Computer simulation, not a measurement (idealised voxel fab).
Herein follows the process module entitled voxel wiring stack.
Pictured: cross-section cut, 235 nm wide, on a grid of 5 nm square cells.
Square cells in a grid make up a cross-section in this document, and the grid is given as bands, listed from the top down, each one or more rows of cells.
Heads up on the band format: heights come first, top then bottom, in nm. After that it's the materials left to right, each with its width in nm. A single material flagged "all across" fills the whole band edge to edge, and "blank" means there's empty space there.
Heights are expressed relative to 0, this being the level below which the as-received wafer comprises one material exclusively. The lowest band is unbounded in the downward direction and is denoted as in "0..down".
A two-number width, for instance "30 to 40", indicates that the width is equal to the first number in the top row of the band and to the second number in the bottom row, and that it changes by a constant amount per row of cells.
When a step is marked "no change", none of the cells in the cross-section changed during that step.
"Sealed void listing" - sealed voids, min. 8 cells, no opening to top; format: width x height at distance (distance from left edge; nm throughout).
Past the settings on a step's line: simulator remark, on that step.
If you see "overlay nm" on a step's line and that step has a mask, it's telling you how far right of where it was planned the mask ended up; a negative number means it went left instead.

Process steps foreseen in the plan
1. RECEIVE [material Si]
2. CONFORMAL_DEP [material SiO2] [thk nm 10]
3. CONFORMAL_DEP [material SiN] [thk nm 5]
4. DIRECTIONAL_DEP [material lowk] [thk nm 20]
5. DIRECTIONAL_DEP [material aC] [thk nm 10]
6. PATTERN [tone open] [mask id METAL_1] [material resist] [width nm 20] [pitch nm 45] [thk nm 30] [overlay nm 0]
7. DIRECTIONAL_ETCH [etch materials aC] [depth nm 10]
8. STRIP [etch materials resist]
9. DIRECTIONAL_ETCH [etch materials lowk] [depth nm 20]
10. DIRECTIONAL_ETCH [etch materials SiN] [depth nm 5]
11. STRIP [etch materials aC]
12. CONFORMAL_DEP [material TiN] [thk nm 5]
13. FILL_DEP [material Ru] [thk nm 5]
14. CMP [height nm 35]
15. CONFORMAL_DEP [material SiCN] [thk nm 5]
16. DIRECTIONAL_DEP [material lowk] [thk nm 35]
17. MASKED_ETCH [tone open] [mask id METAL_2_HOLES] [width nm 15] [pitch nm 45] [etch materials lowk] [depth nm 35] [overlay nm 0]
18. DIRECTIONAL_DEP [material aC] [thk nm 10]
19. PATTERN [tone open] [mask id METAL_2] [material resist] [width nm 20] [pitch nm 45] [thk nm 25] [overlay nm 0]
20. DIRECTIONAL_ETCH [etch materials aC] [depth nm 10]
21. STRIP [etch materials resist]
22. DIRECTIONAL_ETCH [etch materials lowk] [depth nm 20]
23. DIRECTIONAL_ETCH [etch materials SiCN] [depth nm 5]
24. STRIP [etch materials aC]
25. CONFORMAL_DEP [material TiN] [thk nm 5]
26. FILL_DEP [material Ru] [thk nm 5]
27. CMP [height nm 75]
28. CONFORMAL_DEP [material SiCN] [thk nm 5]

Below: the first of two wafers, run as planned

Wafer at receipt (post step 1), cross-section
* 0..down = Si all across
* Sealed void listing: none

Step 2 done - wafer cross-section
* 10..0 = SiO2 all across
* Beneath the level 0, the cross-section is identical to its previous state.

Step 3 done - wafer cross-section
* 15..10 = SiN all across
* Beneath the level 10, the cross-section is identical to its previous state.

Step 4 done - wafer cross-section
* 35..15 = lowk all across
* Beneath the level 15, the cross-section is identical to its previous state.

Step 5 done - wafer cross-section
* 45..35 = aC all across
* Beneath the level 35, the cross-section is identical to its previous state.

Step 6 done - wafer cross-section
* 75..45 = 85 of resist | 20 of blank | 25 of resist | 20 of blank | 85 of resist
* Beneath the level 45, the cross-section is identical to its previous state.

Step 7 done - wafer cross-section
* 65..45 = 85 of resist | 20 of blank | 25 of resist | 20 of blank | 85 of resist
* 45..35 = 85 of aC | 20 of blank | 25 of aC | 20 of blank | 85 of aC
* Beneath the level 35, the cross-section is identical to its previous state.

Step 8 done - wafer cross-section
* 45..35 = 85 of aC | 20 of blank | 25 of aC | 20 of blank | 85 of aC
* Beneath the level 35, the cross-section is identical to its previous state.

Step 9 done - wafer cross-section
* 45..35 = 85 of aC | 20 of blank | 25 of aC | 20 of blank | 85 of aC
* 35..15 = 85 of lowk | 20 of blank | 25 of lowk | 20 of blank | 85 of lowk
* Beneath the level 15, the cross-section is identical to its previous state.

Step 10 done - wafer cross-section
* 45..35 = 85 of aC | 20 of blank | 25 of aC | 20 of blank | 85 of aC
* 35..15 = 85 of lowk | 20 of blank | 25 of lowk | 20 of blank | 85 of lowk
* 15..10 = 85 of SiN | 20 of blank | 25 of SiN | 20 of blank | 85 of SiN
* Beneath the level 10, the cross-section is identical to its previous state.

Step 11 done - wafer cross-section
* 35..15 = 85 of lowk | 20 of blank | 25 of lowk | 20 of blank | 85 of lowk
* Beneath the level 15, the cross-section is identical to its previous state.

Step 12 done - wafer cross-section
* 40..35 = 90 of TiN | 10 of blank | 35 of TiN | 10 of blank | 90 of TiN
* 35..15 = 85 of lowk | 5 of TiN | 10 of blank | 5 of TiN | 25 of lowk | 5 of TiN | 10 of blank | 5 of TiN | 85 of lowk
* 15..10 = 85 of SiN | 20 of TiN | 25 of SiN | 20 of TiN | 85 of SiN
* Beneath the level 10, the cross-section is identical to its previous state.

Step 13 done - wafer cross-section
* 45..40 = Ru all across
* 40..35 = 90 of TiN | 10 of Ru | 35 of TiN | 10 of Ru | 90 of TiN
* 35..15 = 85 of lowk | 5 of TiN | 10 of Ru | 5 of TiN | 25 of lowk | 5 of TiN | 10 of Ru | 5 of TiN | 85 of lowk
* Beneath the level 15, the cross-section is identical to its previous state.

Step 14 done - wafer cross-section
* 35..15 = 85 of lowk | 5 of TiN | 10 of Ru | 5 of TiN | 25 of lowk | 5 of TiN | 10 of Ru | 5 of TiN | 85 of lowk
* Beneath the level 15, the cross-section is identical to its previous state.

Step 15 done - wafer cross-section
* 40..35 = SiCN all across
* Beneath the level 35, the cross-section is identical to its previous state.

Step 16 done - wafer cross-section
* 75..40 = lowk all across
* Beneath the level 40, the cross-section is identical to its previous state.

Step 17 done - wafer cross-section
* 75..40 = 85 of lowk | 15 of blank | 30 of lowk | 15 of blank | 90 of lowk
* Beneath the level 40, the cross-section is identical to its previous state.

Step 18 done - wafer cross-section
* 85..75 = 85 of aC | 15 of blank | 30 of aC | 15 of blank | 90 of aC
* 75..50 = 85 of lowk | 15 of blank | 30 of lowk | 15 of blank | 90 of lowk
* 50..40 = 85 of lowk | 15 of aC | 30 of lowk | 15 of aC | 90 of lowk
* Beneath the level 40, the cross-section is identical to its previous state.

Step 19 done - wafer cross-section
* 110..85 = 85 of resist | 20 of blank | 25 of resist | 20 of blank | 85 of resist
* Beneath the level 85, the cross-section is identical to its previous state.

Step 20 done - wafer cross-section
* 100..85 = 85 of resist | 20 of blank | 25 of resist | 20 of blank | 85 of resist
* 85..75 = 85 of aC | 20 of blank | 25 of aC | 20 of blank | 85 of aC
* 75..40 = 85 of lowk | 15 of blank | 30 of lowk | 15 of blank | 90 of lowk
* Beneath the level 40, the cross-section is identical to its previous state.

Step 21 done - wafer cross-section
* 85..75 = 85 of aC | 20 of blank | 25 of aC | 20 of blank | 85 of aC
* Beneath the level 75, the cross-section is identical to its previous state.

Step 22 done - wafer cross-section
* 85..75 = 85 of aC | 20 of blank | 25 of aC | 20 of blank | 85 of aC
* 75..55 = 85 of lowk | 20 of blank | 25 of lowk | 20 of blank | 85 of lowk
* Beneath the level 55, the cross-section is identical to its previous state.

Step 23 done - wafer cross-section
* 85..75 = 85 of aC | 20 of blank | 25 of aC | 20 of blank | 85 of aC
* 75..55 = 85 of lowk | 20 of blank | 25 of lowk | 20 of blank | 85 of lowk
* 55..40 = 85 of lowk | 15 of blank | 30 of lowk | 15 of blank | 90 of lowk
* 40..35 = 85 of SiCN | 15 of blank | 30 of SiCN | 15 of blank | 90 of SiCN
* Beneath the level 35, the cross-section is identical to its previous state.

Step 24 done - wafer cross-section
* 75..55 = 85 of lowk | 20 of blank | 25 of lowk | 20 of blank | 85 of lowk
* Beneath the level 55, the cross-section is identical to its previous state.

Step 25 done - wafer cross-section
* 80..75 = 90 of TiN | 10 of blank | 35 of TiN | 10 of blank | 90 of TiN
* 75..60 = 85 of lowk | 5 of TiN | 10 of blank | 5 of TiN | 25 of lowk | 5 of TiN | 10 of blank | 5 of TiN | 85 of lowk
* 60..55 = 85 of lowk | 5 of TiN | 5 of blank | 10 of TiN | 25 of lowk | 5 of TiN | 5 of blank | 10 of TiN | 85 of lowk
* 55..40 = 85 of lowk | 5 of TiN | 5 of blank | 5 of TiN | 30 of lowk | 5 of TiN | 5 of blank | 5 of TiN | 90 of lowk
* 40..35 = 85 of SiCN | 15 of TiN | 30 of SiCN | 15 of TiN | 90 of SiCN
* Beneath the level 35, the cross-section is identical to its previous state.

Step 26 done - wafer cross-section
* 85..80 = Ru all across
* 80..75 = 90 of TiN | 10 of Ru | 35 of TiN | 10 of Ru | 90 of TiN
* 75..60 = 85 of lowk | 5 of TiN | 10 of Ru | 5 of TiN | 25 of lowk | 5 of TiN | 10 of Ru | 5 of TiN | 85 of lowk
* 60..55 = 85 of lowk | 5 of TiN | 5 of Ru | 10 of TiN | 25 of lowk | 5 of TiN | 5 of Ru | 10 of TiN | 85 of lowk
* 55..40 = 85 of lowk | 5 of TiN | 5 of Ru | 5 of TiN | 30 of lowk | 5 of TiN | 5 of Ru | 5 of TiN | 90 of lowk
* Beneath the level 40, the cross-section is identical to its previous state.

Step 27 done - wafer cross-section
* 75..60 = 85 of lowk | 5 of TiN | 10 of Ru | 5 of TiN | 25 of lowk | 5 of TiN | 10 of Ru | 5 of TiN | 85 of lowk
* Beneath the level 60, the cross-section is identical to its previous state.

Step 28 done - wafer cross-section
* 80..75 = SiCN all across
* Beneath the level 75, the cross-section is identical to its previous state.

Second wafer - shared start and plan with the first - one error in running - same as the first up to step 2 inclusive

What the second wafer looks like in cross-section when step 3 should have wrapped up: no change

What the second wafer looks like in cross-section when step 4 should have wrapped up
* 30..10 = lowk all across
* Beneath the level 10, the cross-section is identical to its previous state.

What the second wafer looks like in cross-section when step 5 should have wrapped up
* 40..30 = aC all across
* Beneath the level 30, the cross-section is identical to its previous state.

What the second wafer looks like in cross-section when step 6 should have wrapped up
* 70..40 = 85 of resist | 20 of blank | 25 of resist | 20 of blank | 85 of resist
* Beneath the level 40, the cross-section is identical to its previous state.

What the second wafer looks like in cross-section when step 7 should have wrapped up
* 60..40 = 85 of resist | 20 of blank | 25 of resist | 20 of blank | 85 of resist
* 40..30 = 85 of aC | 20 of blank | 25 of aC | 20 of blank | 85 of aC
* Beneath the level 30, the cross-section is identical to its previous state.

What the second wafer looks like in cross-section when step 8 should have wrapped up
* 40..30 = 85 of aC | 20 of blank | 25 of aC | 20 of blank | 85 of aC
* Beneath the level 30, the cross-section is identical to its previous state.

What the second wafer looks like in cross-section when step 9 should have wrapped up
* 40..30 = 85 of aC | 20 of blank | 25 of aC | 20 of blank | 85 of aC
* 30..10 = 85 of lowk | 20 of blank | 25 of lowk | 20 of blank | 85 of lowk
* Beneath the level 10, the cross-section is identical to its previous state.

What the second wafer looks like in cross-section when step 10 should have wrapped up: no change

What the second wafer looks like in cross-section when step 11 should have wrapped up
* 30..10 = 85 of lowk | 20 of blank | 25 of lowk | 20 of blank | 85 of lowk
* Beneath the level 10, the cross-section is identical to its previous state.

What the second wafer looks like in cross-section when step 12 should have wrapped up
* 35..30 = 90 of TiN | 10 of blank | 35 of TiN | 10 of blank | 90 of TiN
* 30..15 = 85 of lowk | 5 of TiN | 10 of blank | 5 of TiN | 25 of lowk | 5 of TiN | 10 of blank | 5 of TiN | 85 of lowk
* 15..10 = 85 of lowk | 20 of TiN | 25 of lowk | 20 of TiN | 85 of lowk
* Beneath the level 10, the cross-section is identical to its previous state.

What the second wafer looks like in cross-section when step 13 should have wrapped up
* 40..35 = Ru all across
* 35..30 = 90 of TiN | 10 of Ru | 35 of TiN | 10 of Ru | 90 of TiN
* 30..15 = 85 of lowk | 5 of TiN | 10 of Ru | 5 of TiN | 25 of lowk | 5 of TiN | 10 of Ru | 5 of TiN | 85 of lowk
* Beneath the level 15, the cross-section is identical to its previous state.

What the second wafer looks like in cross-section when step 14 should have wrapped up
* 35..30 = 90 of TiN | 10 of Ru | 35 of TiN | 10 of Ru | 90 of TiN
* Beneath the level 30, the cross-section is identical to its previous state.

What the second wafer looks like in cross-section when step 15 should have wrapped up
* 40..35 = SiCN all across
* Beneath the level 35, the cross-section is identical to its previous state.

What the second wafer looks like in cross-section when step 16 should have wrapped up
* 75..40 = lowk all across
* Beneath the level 40, the cross-section is identical to its previous state.

What the second wafer looks like in cross-section when step 17 should have wrapped up
* 75..40 = 85 of lowk | 15 of blank | 30 of lowk | 15 of blank | 90 of lowk
* Beneath the level 40, the cross-section is identical to its previous state.

What the second wafer looks like in cross-section when step 18 should have wrapped up
* 85..75 = 85 of aC | 15 of blank | 30 of aC | 15 of blank | 90 of aC
* 75..50 = 85 of lowk | 15 of blank | 30 of lowk | 15 of blank | 90 of lowk
* 50..40 = 85 of lowk | 15 of aC | 30 of lowk | 15 of aC | 90 of lowk
* Beneath the level 40, the cross-section is identical to its previous state.

What the second wafer looks like in cross-section when step 19 should have wrapped up
* 110..85 = 85 of resist | 20 of blank | 25 of resist | 20 of blank | 85 of resist
* Beneath the level 85, the cross-section is identical to its previous state.

What the second wafer looks like in cross-section when step 20 should have wrapped up
* 100..85 = 85 of resist | 20 of blank | 25 of resist | 20 of blank | 85 of resist
* 85..75 = 85 of aC | 20 of blank | 25 of aC | 20 of blank | 85 of aC
* 75..40 = 85 of lowk | 15 of blank | 30 of lowk | 15 of blank | 90 of lowk
* Beneath the level 40, the cross-section is identical to its previous state.

What the second wafer looks like in cross-section when step 21 should have wrapped up
* 85..75 = 85 of aC | 20 of blank | 25 of aC | 20 of blank | 85 of aC
* Beneath the level 75, the cross-section is identical to its previous state.

What the second wafer looks like in cross-section when step 22 should have wrapped up
* 85..75 = 85 of aC | 20 of blank | 25 of aC | 20 of blank | 85 of aC
* 75..55 = 85 of lowk | 20 of blank | 25 of lowk | 20 of blank | 85 of lowk
* Beneath the level 55, the cross-section is identical to its previous state.

What the second wafer looks like in cross-section when step 23 should have wrapped up
* 85..75 = 85 of aC | 20 of blank | 25 of aC | 20 of blank | 85 of aC
* 75..55 = 85 of lowk | 20 of blank | 25 of lowk | 20 of blank | 85 of lowk
* 55..40 = 85 of lowk | 15 of blank | 30 of lowk | 15 of blank | 90 of lowk
* 40..35 = 85 of SiCN | 15 of blank | 30 of SiCN | 15 of blank | 90 of SiCN
* Beneath the level 35, the cross-section is identical to its previous state.

What the second wafer looks like in cross-section when step 24 should have wrapped up
* 75..55 = 85 of lowk | 20 of blank | 25 of lowk | 20 of blank | 85 of lowk
* Beneath the level 55, the cross-section is identical to its previous state.

What the second wafer looks like in cross-section when step 25 should have wrapped up
* 80..75 = 90 of TiN | 10 of blank | 35 of TiN | 10 of blank | 90 of TiN
* 75..60 = 85 of lowk | 5 of TiN | 10 of blank | 5 of TiN | 25 of lowk | 5 of TiN | 10 of blank | 5 of TiN | 85 of lowk
* 60..55 = 85 of lowk | 5 of TiN | 5 of blank | 10 of TiN | 25 of lowk | 5 of TiN | 5 of blank | 10 of TiN | 85 of lowk
* 55..40 = 85 of lowk | 5 of TiN | 5 of blank | 5 of TiN | 30 of lowk | 5 of TiN | 5 of blank | 5 of TiN | 90 of lowk
* 40..35 = 85 of SiCN | 15 of TiN | 30 of SiCN | 15 of TiN | 90 of SiCN
* Beneath the level 35, the cross-section is identical to its previous state.

What the second wafer looks like in cross-section when step 26 should have wrapped up
* 85..80 = Ru all across
* 80..75 = 90 of TiN | 10 of Ru | 35 of TiN | 10 of Ru | 90 of TiN
* 75..60 = 85 of lowk | 5 of TiN | 10 of Ru | 5 of TiN | 25 of lowk | 5 of TiN | 10 of Ru | 5 of TiN | 85 of lowk
* 60..55 = 85 of lowk | 5 of TiN | 5 of Ru | 10 of TiN | 25 of lowk | 5 of TiN | 5 of Ru | 10 of TiN | 85 of lowk
* 55..40 = 85 of lowk | 5 of TiN | 5 of Ru | 5 of TiN | 30 of lowk | 5 of TiN | 5 of Ru | 5 of TiN | 90 of lowk
* Beneath the level 40, the cross-section is identical to its previous state.

What the second wafer looks like in cross-section when step 27 should have wrapped up
* 75..60 = 85 of lowk | 5 of TiN | 10 of Ru | 5 of TiN | 25 of lowk | 5 of TiN | 10 of Ru | 5 of TiN | 85 of lowk
* Beneath the level 60, the cross-section is identical to its previous state.

What the second wafer looks like in cross-section when step 28 should have wrapped up
* 80..75 = SiCN all across
* Beneath the level 75, the cross-section is identical to its previous state.
It is concluded that the wafer was processed incorrectly with respect to the plan, in that step 3 of the plan: omitted, not performed
Once processing is complete, comparing cell counts shows that the second wafer has more or fewer of certain materials than the first: 39 fewer of SiN, 39 more of TiN
